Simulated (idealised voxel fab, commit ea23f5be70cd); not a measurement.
process module | voxel wiring stack
cross-section cut | 245 nm wide | cells 5 nm
A cross-section is a grid of square cells, given in bands from the top down. A band is one or more rows of cells.
Each band's line starts with the height of the band's top and of its bottom, in nm. Then come its materials from left to right, each with its width in nm. One material with "throughout" fills the band from edge to edge. "air" is empty space.
Height 0 is the level under which the wafer as received is all one material. The lowest band goes on downwards, as in "0 down".
A width such as "30 to 40" changes by the same amount from each row of cells to the next, from the band's top row to its bottom row.
"no change" after a step means that no cell of the cross-section changed.
closed voids: empty space of 8 cells or more with no open way to the top, each as width x height at its distance from the left edge, in nm
after a step's settings: what the simulator itself notes on the step
overlay nm, on a step with a mask: how far to the right of its planned place the mask lay; to the left if negative
plan
1 op RECEIVE | material Si
2 op CONFORMAL_DEP | material SiO2 | thk nm 10
3 op CONFORMAL_DEP | material SiCN | thk nm 5
4 op DIRECTIONAL_DEP | material SiO2 | thk nm 20
5 op MASKED_ETCH | tone open | mask id METAL_1 | width nm 30 | pitch nm 60 | etch materials SiO2 | depth nm 20 | overlay nm 0
6 op MASKED_ETCH | tone open | mask id METAL_1 | width nm 30 | pitch nm 60 | etch materials SiCN | depth nm 5 | overlay nm 0
7 op CONFORMAL_DEP | material TiN | thk nm 5
8 op FILL_DEP | material W | thk nm 10
9 op CMP | height nm 35
10 op CONFORMAL_DEP | material SiCN | thk nm 5
11 op DIRECTIONAL_DEP | material lowk | thk nm 20
12 op PATTERN | tone open | mask id PLUG_1 | material resist | width nm 15 | pitch nm 60 | thk nm 15 | overlay nm 0
13 op DIRECTIONAL_ETCH | etch materials lowk | depth nm 20
14 op DIRECTIONAL_ETCH | etch materials SiCN | depth nm 5
15 op STRIP | etch materials resist
16 op EPI | material Ru | thk nm 10
17 op EPI | material Ru | thk nm 10
18 op EPI | material Ru | thk nm 5
19 op DIRECTIONAL_DEP | material TiN | thk nm 5
20 op DIRECTIONAL_DEP | material Ru | thk nm 25
21 op PATTERN | tone cover | mask id METAL_2 | material resist | width nm 30 | pitch nm 60 | thk nm 15 | overlay nm 0
22 op DIRECTIONAL_ETCH | etch materials Ru | depth nm 25
23 op DIRECTIONAL_ETCH | etch materials TiN | depth nm 5
24 op STRIP | etch materials resist
25 op FILL_DEP | material lowk | thk nm 10
26 op CMP | height nm 90
27 op CONFORMAL_DEP | material SiCN | thk nm 5
28 op DIRECTIONAL_DEP | material SiO2 | thk nm 30
29 op PATTERN | tone open | mask id METAL_3 | material resist | width nm 30 | pitch nm 60 | thk nm 20 | overlay nm 0
30 op DIRECTIONAL_ETCH | etch materials SiO2 | depth nm 20
31 op STRIP | etch materials resist
32 op PATTERN | tone open | mask id METAL_3_HOLES | material resist | width nm 15 | pitch nm 60 | thk nm 15 | overlay nm 0
33 op DIRECTIONAL_ETCH | etch materials SiO2 | depth nm 10
34 op DIRECTIONAL_ETCH | etch materials SiCN | depth nm 5
35 op STRIP | etch materials resist
36 op CONFORMAL_DEP | material TiN | thk nm 5
37 op FILL_DEP | material Ru | thk nm 5
38 op CMP | height nm 125
39 op CONFORMAL_DEP | material SiCN | thk nm 5
first wafer, as planned
as received, after step 1
  0 down: Si throughout
  closed voids: none
after step 2
  10 to 0: SiO2 throughout
  below 0: unchanged
after step 3
  15 to 10: SiCN throughout
  below 10: unchanged
after step 4
  35 to 15: SiO2 throughout
  below 15: unchanged
after step 5
  35 to 15: SiO2 45 | air 30 | SiO2 30 | air 30 | SiO2 30 | air 30 | SiO2 50
  below 15: unchanged
after step 6
  35 to 15: SiO2 45 | air 30 | SiO2 30 | air 30 | SiO2 30 | air 30 | SiO2 50
  15 to 10: SiCN 45 | air 30 | SiCN 30 | air 30 | SiCN 30 | air 30 | SiCN 50
  below 10: unchanged
after step 7
  40 to 35: TiN 50 | air 20 | TiN 40 | air 20 | TiN 40 | air 20 | TiN 55
  35 to 15: SiO2 45 | TiN 5 | air 20 | TiN 5 | SiO2 30 | TiN 5 | air 20 | TiN 5 | SiO2 30 | TiN 5 | air 20 | TiN 5 | SiO2 50
  15 to 10: SiCN 45 | TiN 30 | SiCN 30 | TiN 30 | SiCN 30 | TiN 30 | SiCN 50
  below 10: unchanged
after step 8
  50 to 40: W throughout
  40 to 35: TiN 50 | W 20 | TiN 40 | W 20 | TiN 40 | W 20 | TiN 55
  35 to 15: SiO2 45 | TiN 5 | W 20 | TiN 5 | SiO2 30 | TiN 5 | W 20 | TiN 5 | SiO2 30 | TiN 5 | W 20 | TiN 5 | SiO2 50
  below 15: unchanged
after step 9
  35 to 15: SiO2 45 | TiN 5 | W 20 | TiN 5 | SiO2 30 | TiN 5 | W 20 | TiN 5 | SiO2 30 | TiN 5 | W 20 | TiN 5 | SiO2 50
  below 15: unchanged
after step 10
  40 to 35: SiCN throughout
  below 35: unchanged
after step 11
  60 to 40: lowk throughout
  below 40: unchanged
after step 12
  75 to 60: resist 45 | air 15 | resist 45 | air 15 | resist 45 | air 15 | resist 65
  below 60: unchanged
after step 13
  75 to 60: resist 45 | air 15 | resist 45 | air 15 | resist 45 | air 15 | resist 65
  60 to 40: lowk 45 | air 15 | lowk 45 | air 15 | lowk 45 | air 15 | lowk 65
  below 40: unchanged
after step 14
  75 to 60: resist 45 | air 15 | resist 45 | air 15 | resist 45 | air 15 | resist 65
  60 to 40: lowk 45 | air 15 | lowk 45 | air 15 | lowk 45 | air 15 | lowk 65
  40 to 35: SiCN 45 | air 15 | SiCN 45 | air 15 | SiCN 45 | air 15 | SiCN 65
  below 35: unchanged
after step 15
  60 to 40: lowk 45 | air 15 | lowk 45 | air 15 | lowk 45 | air 15 | lowk 65
  below 40: unchanged
after step 16
  60 to 45: lowk 45 | air 15 | lowk 45 | air 15 | lowk 45 | air 15 | lowk 65
  45 to 40: lowk 45 | Ru 15 | lowk 45 | Ru 15 | lowk 45 | Ru 15 | lowk 65
  40 to 35: SiCN 45 | Ru 15 | SiCN 45 | Ru 15 | SiCN 45 | Ru 15 | SiCN 65
  below 35: unchanged
after step 17
  60 to 55: lowk 45 | air 15 | lowk 45 | air 15 | lowk 45 | air 15 | lowk 65
  55 to 40: lowk 45 | Ru 15 | lowk 45 | Ru 15 | lowk 45 | Ru 15 | lowk 65
  below 40: unchanged
after step 18
  60 to 40: lowk 45 | Ru 15 | lowk 45 | Ru 15 | lowk 45 | Ru 15 | lowk 65
  below 40: unchanged
after step 19
  65 to 60: TiN throughout
  below 60: unchanged
after step 20
  90 to 65: Ru throughout
  below 65: unchanged
after step 21
  105 to 90: air 45 | resist 30 | air 30 | resist 30 | air 30 | resist 30 | air 50
  below 90: unchanged
after step 22
  105 to 90: air 45 | resist 30 | air 30 | resist 30 | air 30 | resist 30 | air 50
  90 to 65: air 45 | Ru 30 | air 30 | Ru 30 | air 30 | Ru 30 | air 50
  below 65: unchanged
after step 23
  105 to 90: air 45 | resist 30 | air 30 | resist 30 | air 30 | resist 30 | air 50
  90 to 65: air 45 | Ru 30 | air 30 | Ru 30 | air 30 | Ru 30 | air 50
  65 to 60: air 45 | TiN 30 | air 30 | TiN 30 | air 30 | TiN 30 | air 50
  below 60: unchanged
after step 24
  90 to 65: air 45 | Ru 30 | air 30 | Ru 30 | air 30 | Ru 30 | air 50
  below 65: unchanged
after step 25
  100 to 90: lowk throughout
  90 to 65: lowk 45 | Ru 30 | lowk 30 | Ru 30 | lowk 30 | Ru 30 | lowk 50
  65 to 60: lowk 45 | TiN 30 | lowk 30 | TiN 30 | lowk 30 | TiN 30 | lowk 50
  below 60: unchanged
after step 26
  90 to 65: lowk 45 | Ru 30 | lowk 30 | Ru 30 | lowk 30 | Ru 30 | lowk 50
  below 65: unchanged
after step 27
  95 to 90: SiCN throughout
  below 90: unchanged
after step 28
  125 to 95: SiO2 throughout
  below 95: unchanged
after step 29
  145 to 125: resist 45 | air 30 | resist 30 | air 30 | resist 30 | air 30 | resist 50
  below 125: unchanged
after step 30
  145 to 125: resist 45 | air 30 | resist 30 | air 30 | resist 30 | air 30 | resist 50
  125 to 105: SiO2 45 | air 30 | SiO2 30 | air 30 | SiO2 30 | air 30 | SiO2 50
  below 105: unchanged
after step 31
  125 to 105: SiO2 45 | air 30 | SiO2 30 | air 30 | SiO2 30 | air 30 | SiO2 50
  below 105: unchanged
after step 32
  140 to 125: resist 45 | air 15 | resist 45 | air 15 | resist 45 | air 15 | resist 65
  125 to 105: SiO2 45 | air 15 | resist 15 | SiO2 30 | air 15 | resist 15 | SiO2 30 | air 15 | resist 15 | SiO2 50
  below 105: unchanged
after step 33
  140 to 125: resist 45 | air 15 | resist 45 | air 15 | resist 45 | air 15 | resist 65
  125 to 105: SiO2 45 | air 15 | resist 15 | SiO2 30 | air 15 | resist 15 | SiO2 30 | air 15 | resist 15 | SiO2 50
  105 to 95: SiO2 45 | air 15 | SiO2 45 | air 15 | SiO2 45 | air 15 | SiO2 65
  below 95: unchanged
after step 34
  140 to 125: resist 45 | air 15 | resist 45 | air 15 | resist 45 | air 15 | resist 65
  125 to 105: SiO2 45 | air 15 | resist 15 | SiO2 30 | air 15 | resist 15 | SiO2 30 | air 15 | resist 15 | SiO2 50
  105 to 95: SiO2 45 | air 15 | SiO2 45 | air 15 | SiO2 45 | air 15 | SiO2 65
  95 to 90: SiCN 45 | air 15 | SiCN 45 | air 15 | SiCN 45 | air 15 | SiCN 65
  below 90: unchanged
after step 35
  125 to 105: SiO2 45 | air 30 | SiO2 30 | air 30 | SiO2 30 | air 30 | SiO2 50
  below 105: unchanged
after step 36
  130 to 125: TiN 50 | air 20 | TiN 40 | air 20 | TiN 40 | air 20 | TiN 55
  125 to 110: SiO2 45 | TiN 5 | air 20 | TiN 5 | SiO2 30 | TiN 5 | air 20 | TiN 5 | SiO2 30 | TiN 5 | air 20 | TiN 5 | SiO2 50
  110 to 105: SiO2 45 | TiN 5 | air 5 | TiN 20 | SiO2 30 | TiN 5 | air 5 | TiN 20 | SiO2 30 | TiN 5 | air 5 | TiN 20 | SiO2 50
  105 to 95: SiO2 45 | TiN 5 | air 5 | TiN 5 | SiO2 45 | TiN 5 | air 5 | TiN 5 | SiO2 45 | TiN 5 | air 5 | TiN 5 | SiO2 65
  95 to 90: SiCN 45 | TiN 15 | SiCN 45 | TiN 15 | SiCN 45 | TiN 15 | SiCN 65
  below 90: unchanged
after step 37
  135 to 130: Ru throughout
  130 to 125: TiN 50 | Ru 20 | TiN 40 | Ru 20 | TiN 40 | Ru 20 | TiN 55
  125 to 110: SiO2 45 | TiN 5 | Ru 20 | TiN 5 | SiO2 30 | TiN 5 | Ru 20 | TiN 5 | SiO2 30 | TiN 5 | Ru 20 | TiN 5 | SiO2 50
  110 to 105: SiO2 45 | TiN 5 | Ru 5 | TiN 20 | SiO2 30 | TiN 5 | Ru 5 | TiN 20 | SiO2 30 | TiN 5 | Ru 5 | TiN 20 | SiO2 50
  105 to 95: SiO2 45 | TiN 5 | Ru 5 | TiN 5 | SiO2 45 | TiN 5 | Ru 5 | TiN 5 | SiO2 45 | TiN 5 | Ru 5 | TiN 5 | SiO2 65
  below 95: unchanged
after step 38
  125 to 110: SiO2 45 | TiN 5 | Ru 20 | TiN 5 | SiO2 30 | TiN 5 | Ru 20 | TiN 5 | SiO2 30 | TiN 5 | Ru 20 | TiN 5 | SiO2 50
  below 110: unchanged
after step 39
  130 to 125: SiCN throughout
  below 125: unchanged
second wafer: like start, like plan, one mistake. Through step 31 it matches the first wafer
when step 32 should have ended
  140 to 125: air 45 | resist 15 | air 45 | resist 15 | air 45 | resist 15 | air 65
  125 to 105: SiO2 45 | resist 15 | air 15 | SiO2 30 | resist 15 | air 15 | SiO2 30 | resist 15 | air 15 | SiO2 50
  below 105: unchanged
when step 33 should have ended
  140 to 115: air 45 | resist 15 | air 45 | resist 15 | air 45 | resist 15 | air 65
  115 to 105: SiO2 45 | resist 15 | air 15 | SiO2 30 | resist 15 | air 15 | SiO2 30 | resist 15 | air 15 | SiO2 50
  105 to 95: SiO2 60 | air 15 | SiO2 45 | air 15 | SiO2 45 | air 15 | SiO2 50
  below 95: unchanged
when step 34 should have ended
  140 to 115: air 45 | resist 15 | air 45 | resist 15 | air 45 | resist 15 | air 65
  115 to 105: SiO2 45 | resist 15 | air 15 | SiO2 30 | resist 15 | air 15 | SiO2 30 | resist 15 | air 15 | SiO2 50
  105 to 95: SiO2 60 | air 15 | SiO2 45 | air 15 | SiO2 45 | air 15 | SiO2 50
  95 to 90: SiCN 60 | air 15 | SiCN 45 | air 15 | SiCN 45 | air 15 | SiCN 50
  below 90: unchanged
when step 35 should have ended
  115 to 105: SiO2 45 | air 30 | SiO2 30 | air 30 | SiO2 30 | air 30 | SiO2 50
  below 105: unchanged
when step 36 should have ended
  120 to 115: TiN 50 | air 20 | TiN 40 | air 20 | TiN 40 | air 20 | TiN 55
  115 to 105: SiO2 45 | TiN 5 to 20 | air 20 to 5 | TiN 5 | SiO2 30 | TiN 5 to 20 | air 20 to 5 | TiN 5 | SiO2 30 | TiN 5 to 20 | air 20 to 5 | TiN 5 | SiO2 50
  105 to 95: SiO2 60 | TiN 5 | air 5 | TiN 5 | SiO2 45 | TiN 5 | air 5 | TiN 5 | SiO2 45 | TiN 5 | air 5 | TiN 5 | SiO2 50
  95 to 90: SiCN 60 | TiN 15 | SiCN 45 | TiN 15 | SiCN 45 | TiN 15 | SiCN 50
  below 90: unchanged
when step 37 should have ended
  125 to 120: Ru throughout
  120 to 115: TiN 50 | Ru 20 | TiN 40 | Ru 20 | TiN 40 | Ru 20 | TiN 55
  115 to 105: SiO2 45 | TiN 5 to 20 | Ru 20 to 5 | TiN 5 | SiO2 30 | TiN 5 to 20 | Ru 20 to 5 | TiN 5 | SiO2 30 | TiN 5 to 20 | Ru 20 to 5 | TiN 5 | SiO2 50
  105 to 95: SiO2 60 | TiN 5 | Ru 5 | TiN 5 | SiO2 45 | TiN 5 | Ru 5 | TiN 5 | SiO2 45 | TiN 5 | Ru 5 | TiN 5 | SiO2 50
  below 95: unchanged
when step 38 should have ended: no change
when step 39 should have ended
  130 to 125: SiCN throughout
  below 125: unchanged
what went wrong: step 32 ran as: op PATTERN | tone cover | mask id METAL_3_HOLES | material resist | width nm 15 | pitch nm 60 | thk nm 15 | overlay nm 0
at the end the second wafer has, in cells: 37 more of Ru | 62 fewer of SiO2 | 25 more of TiN
